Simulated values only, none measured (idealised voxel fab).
The following process module bears the name voxel self aligned contacts.
FYI the section here is cut, 180 nm wide, cells are 5 nm squares.
Bands, listed from the top down, are how a cross-section gets written in this document; the cross-section itself is a grid of square cells, and a band is one or more rows of them. Basically the band line says how high the top is and how high the bottom is, in nm, and then what's in it from left to right, every material with its width in nm. Empty space shows up as "empty", and if a single material carries "throughout" it runs the full band edge to edge. Ref level 0: as-received wafer is one material below here. Bottom band extends down with no lower bound ("0 nm and below"). It should be noted that a width expressed as "30 to 40" varies in equal increments from row to row of cells within the band, taking the value of the first number at the top row and that of the second number at the bottom row. You'll sometimes find "no alteration" written for a step, and that's the way of saying that nowhere in the cross-section did a cell change during that step. Entry "Entrapped void list". Content: empty spaces with no open connection to the top, size 8 cells or greater. Each: width x height at distance. Distance: from left edge. Unit: nm. Heads up: the bit after the settings on a step's line is the simulator's remark on that step. "overlay nm" answers the question of how far to the right of plan the mask lay on a step that has a mask, and when it is negative the answer is to the left.

Plan:
step 1: RECEIVE: material Si
step 2: CONFORMAL_DEP: material SiO2, thk nm 5
step 3: DIRECTIONAL_DEP: material polySi, thk nm 20
step 4: DIRECTIONAL_DEP: material SiN, thk nm 20
step 5: MASKED_ETCH: tone cover, mask id GATE, width nm 30, pitch nm 75, etch materials SiN, depth nm 20, overlay nm 0
step 6: MASKED_ETCH: tone cover, mask id GATE, width nm 30, pitch nm 75, etch materials polySi, depth nm 20, overlay nm 0
step 7: CONFORMAL_DEP: material SiN, thk nm 10
step 8: DIRECTIONAL_ETCH: etch materials SiN, depth nm 10
step 9: FILL_DEP: material SiO2, thk nm 10
step 10: CMP: height nm 50
step 11: PATTERN: tone open, mask id CONTACT, material resist, width nm 55, thk nm 20, overlay nm 0
step 12: DIRECTIONAL_ETCH: etch materials SiO2, depth nm 50
step 13: STRIP: etch materials resist
step 14: CONFORMAL_DEP: material TiN, thk nm 5
step 15: FILL_DEP: material Ru, thk nm 5
step 16: CMP: height nm 50
step 17: CONFORMAL_DEP: material SiCN, thk nm 5

Incoming wafer in cross-section (state: after step 1):
> 0 nm and below = Si throughout
> Entrapped void list: none

Looking at the first of two wafers in cross-section at end of module - ran to plan:
> 55 nm to 50 nm = SiCN throughout
> 50 nm to 45 nm = SiO2 (60) | TiN (20) | Ru (15) | TiN (20) | SiO2 (65)
> 45 nm to 25 nm = SiO2 (25) | SiN (50) | TiN (5) | Ru (15) | TiN (5) | SiN (50) | SiO2 (30)
> 25 nm to 5 nm = SiO2 (25) | SiN (10) | polySi (30) | SiN (10) | TiN (5) | Ru (15) | TiN (5) | SiN (10) | polySi (30) | SiN (10) | SiO2 (30)
> 5 nm to 0 nm = SiO2 (75) | TiN (25) | SiO2 (80)
> 0 nm and below = Si throughout
> Entrapped void list: none

Wafer two (of two), end-of-module cross-section: start = wafer one, plan = wafer one, one run mistake:
> 55 nm to 50 nm = SiCN throughout
> 50 nm to 40 nm = SiO2 (60) | TiN (5 to 20) | Ru (45 to 15) | TiN (5 to 20) | SiO2 (65)
> 40 nm to 20 nm = SiO2 (25) | SiN (50) | TiN (5) | Ru (15) | TiN (5) | SiN (50) | SiO2 (30)
> 20 nm to 5 nm = SiO2 (25) | SiN (10) | polySi (30) | SiN (10) | TiN (5) | Ru (15) | TiN (5) | SiN (10) | polySi (30) | SiN (10) | SiO2 (30)
> 5 nm to 0 nm = SiO2 (25) | SiN (10) | polySi (30) | SiN (10) | TiN (25) | SiN (10) | polySi (30) | SiN (10) | SiO2 (30)
> 0 nm and below = Si throughout
> Entrapped void list: none
Diagnosis: plan step 2: skipped, not run
Final difference in cells, second wafer against first, listed per material as more or fewer: +6 Ru | -6 SiO2
